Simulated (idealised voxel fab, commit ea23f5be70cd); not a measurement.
Title: Process Module voxel gate over fins
The cross-section shown here is cut; it is 185 nm wide and divided into square cells measuring 5 nm on a side.
Square cells in a grid make up a cross-section in this document, and the grid is given as bands, listed from the top down, each one or more rows of cells. Band entry format. Leading values: height of top, height of bottom, nm. Remainder: materials in left-to-right order, each with its width in nm. Special words: "full width" on a single material, which then fills the band edge to edge; "air", empty space. Counting heights begins at 0, where everything beneath is, in the wafer as received, one material. The lowest band has no bottom; it goes on downwards, as "from 0 down" shows. The two numbers in a width such as "30->40" mark its ends across the band: the first belongs to the top row of cells, the second to the bottom row, and from each row to the next the width moves by the same amount. "nothing changed" means the step left every cell of the cross-section as it was. This entry, "Enclosed empty spaces", enumerates those empty regions of no fewer than 8 cells that possess no open connection to the top. Each region is reported in the form width x height at distance, the distance being taken from the left edge, with all three quantities expressed in nm. The remark found on a step's line after its settings is issued by the simulator itself and pertains to that step. On any step carrying a mask, the "overlay nm" setting, if present on the step's line, tells how far right of its planned place the mask lay; negative values point to the left.
The steps planned for the process are as follows:
1: op RECEIVE | material Si
2: op CONFORMAL_DEP | material SiN | thk nm 10
3: op PATTERN | tone cover | mask id FINS | material resist | width nm 15 | pitch nm 45 | thk nm 20 | overlay nm -15
4: op DIRECTIONAL_ETCH | etch materials SiN | depth nm 10
5: op DIRECTIONAL_ETCH | etch materials Si | depth nm 35
6: op STRIP | etch materials resist
7: op FILL_DEP | material SiO2 | thk nm 5
8: op CMP | height nm 10
9: op SELECTIVE_ETCH | etch materials SiO2 | depth nm 20
10: op STRIP | etch materials SiN
11: op CONFORMAL_DEP | material HfO2 | thk nm 5
12: op CONFORMAL_DEP | material TiN | thk nm 5
13: op CONFORMAL_DEP | material TiAl | thk nm 5
14: op CONFORMAL_DEP | material TiN | thk nm 5
15: op FILL_DEP | material W | thk nm 15
16: op CMP | height nm 30
17: op CONFORMAL_DEP | material SiN | thk nm 5
Among the wafers covered here, the point of difference is the overlay nm at step 3; their starting state is shared, and the plan presents the value of the first wafer.
As-received state after step 1, first of several wafers, cross-section:
    from 0 down = Si full width
    Enclosed empty spaces: none
Shown in cross-section: the first of several wafers at the end of the module, after its last step, step 17:
    from 35 to 30 = SiN full width
    from 30 to 20 = W full width
    from 20 to 15 = W 25, TiN 100, W 60
    from 15 to 10 = W 25, TiN 5, TiAl 90, TiN 5, W 60
    from 10 to 5 = TiN 30, TiAl 5, TiN 35, TiAl 10, TiN 35, TiAl 5, TiN 65
    from 5 to 0 = TiAl 35, TiN 5, HfO2 25, TiN 5, TiAl 10, TiN 5, HfO2 25, TiN 5, TiAl 70
    from 0 to -5 = TiN 40, HfO2 5, Si 15, HfO2 5, TiN 20, HfO2 5, Si 15, HfO2 5, TiN 75
    from -5 to -10 = HfO2 45, Si 15, HfO2 30, Si 15, HfO2 80
    from -10 to -35 = SiO2 45, Si 15, SiO2 30, Si 15, SiO2 80
    from -35 down = Si full width
    Enclosed empty spaces: none
Final wafer cross-section at module end:
    from 35 to 30 = SiN full width
    from 30 to 20 = W full width
    from 20 to 15 = W 55, TiN 100, W 30
    from 15 to 10 = W 55, TiN 5, TiAl 90, TiN 5, W 30
    from 10 to 5 = TiN 60, TiAl 5, TiN 35, TiAl 10, TiN 35, TiAl 5, TiN 35
    from 5 to 0 = TiAl 65, TiN 5, HfO2 25, TiN 5, TiAl 10, TiN 5, HfO2 25, TiN 5, TiAl 40
    from 0 to -5 = TiN 70, HfO2 5, Si 15, HfO2 5, TiN 20, HfO2 5, Si 15, HfO2 5, TiN 45
    from -5 to -10 = HfO2 75, Si 15, HfO2 30, Si 15, HfO2 50
    from -10 to -35 = SiO2 75, Si 15, SiO2 30, Si 15, SiO2 50
    from -35 down = Si full width
    Enclosed empty spaces: none
Every row in this table is a wafer at the end of the module, and it gives, for each of the materials, the cells that wafer has gained (+) or lost (-) since it was received, then its closed voids:
overlay nm -15 | +45 HfO2 | -217 Si | +37 SiN | +155 SiO2 | +45 TiAl | +86 TiN | +108 W | Enclosed empty spaces: none
overlay nm -10 | +45 HfO2 | -217 Si | +37 SiN | +155 SiO2 | +45 TiAl | +86 TiN | +108 W | Enclosed empty spaces: none
overlay nm -5 | +45 HfO2 | -217 Si | +37 SiN | +155 SiO2 | +45 TiAl | +86 TiN | +108 W | Enclosed empty spaces: none
overlay nm 0 | +45 HfO2 | -217 Si | +37 SiN | +155 SiO2 | +45 TiAl | +86 TiN | +108 W | Enclosed empty spaces: none
overlay nm 5 | +45 HfO2 | -217 Si | +37 SiN | +155 SiO2 | +45 TiAl | +86 TiN | +108 W | Enclosed empty spaces: none
overlay nm 10 | +45 HfO2 | -217 Si | +37 SiN | +155 SiO2 | +45 TiAl | +86 TiN | +108 W | Enclosed empty spaces: none
overlay nm 15 | +45 HfO2 | -217 Si | +37 SiN | +155 SiO2 | +45 TiAl | +86 TiN | +108 W | Enclosed empty spaces: none
